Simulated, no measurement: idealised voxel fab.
process module | voxel double patterning
cross-section cut | 205 nm wide | cells 5 nm
A cross-section is a grid of square cells, given in bands from the top down. A band is one or more rows of cells.
Each band's line starts with the height of the band's top and of its bottom, in nm. Then come its materials from left to right, each with its width in nm. One material with "throughout" fills the band from edge to edge. "air" is empty space.
Height 0 is the level under which the wafer as received is all one material. The lowest band goes on downwards, as in "0 down".
A width such as "30 to 40" changes by the same amount from each row of cells to the next, from the band's top row to its bottom row.
"no change" after a step means that no cell of the cross-section changed.
closed voids: empty space of 8 cells or more with no open way to the top, each as width x height at its distance from the left edge, in nm
after a step's settings: what the simulator itself notes on the step
overlay nm, on a step with a mask: how far to the right of its planned place the mask lay; to the left if negative
plan
1 op RECEIVE | material Si
2 op CONFORMAL_DEP | material SiO2 | thk nm 10
3 op DIRECTIONAL_DEP | material TiN | thk nm 10
4 op DIRECTIONAL_DEP | material SiN | thk nm 5
5 op MASKED_ETCH | tone open | mask id FIRST | width nm 15 | pitch nm 50 | etch materials SiN | depth nm 5 | overlay nm 0
6 op DIRECTIONAL_DEP | material aC | thk nm 15
7 op PATTERN | tone open | mask id SECOND | material resist | width nm 15 | pitch nm 50 | thk nm 30 | overlay nm 0
8 op DIRECTIONAL_ETCH | etch materials aC | depth nm 15
9 op STRIP | etch materials resist
10 op DIRECTIONAL_ETCH | etch materials SiN | depth nm 5
11 op STRIP | etch materials aC
12 op DIRECTIONAL_ETCH | etch materials TiN | depth nm 10
13 op STRIP | etch materials SiN
as received, after step 1
  0 down: Si throughout
  closed voids: none
first wafer at the end, as planned
  20 to 10: TiN 45 | air 15 | TiN 10 | air 15 | TiN 10 | air 15 | TiN 10 | air 15 | TiN 10 | air 15 | TiN 45
  10 to 0: SiO2 throughout
  0 down: Si throughout
  closed voids: none
second wafer at the end: like start, like plan, one mistake
  20 to 10: TiN 45 | air 15 | TiN 10 | air 15 | TiN 10 | air 15 | TiN 10 | air 15 | TiN 10 | air 15 | TiN 45
  10 to 0: TiN throughout
  0 down: Si throughout
  closed voids: none
what went wrong: step 2 ran as: op CONFORMAL_DEP | material TiN | thk nm 10
at the end the second wafer has, in cells: 82 fewer of SiO2 | 82 more of TiN
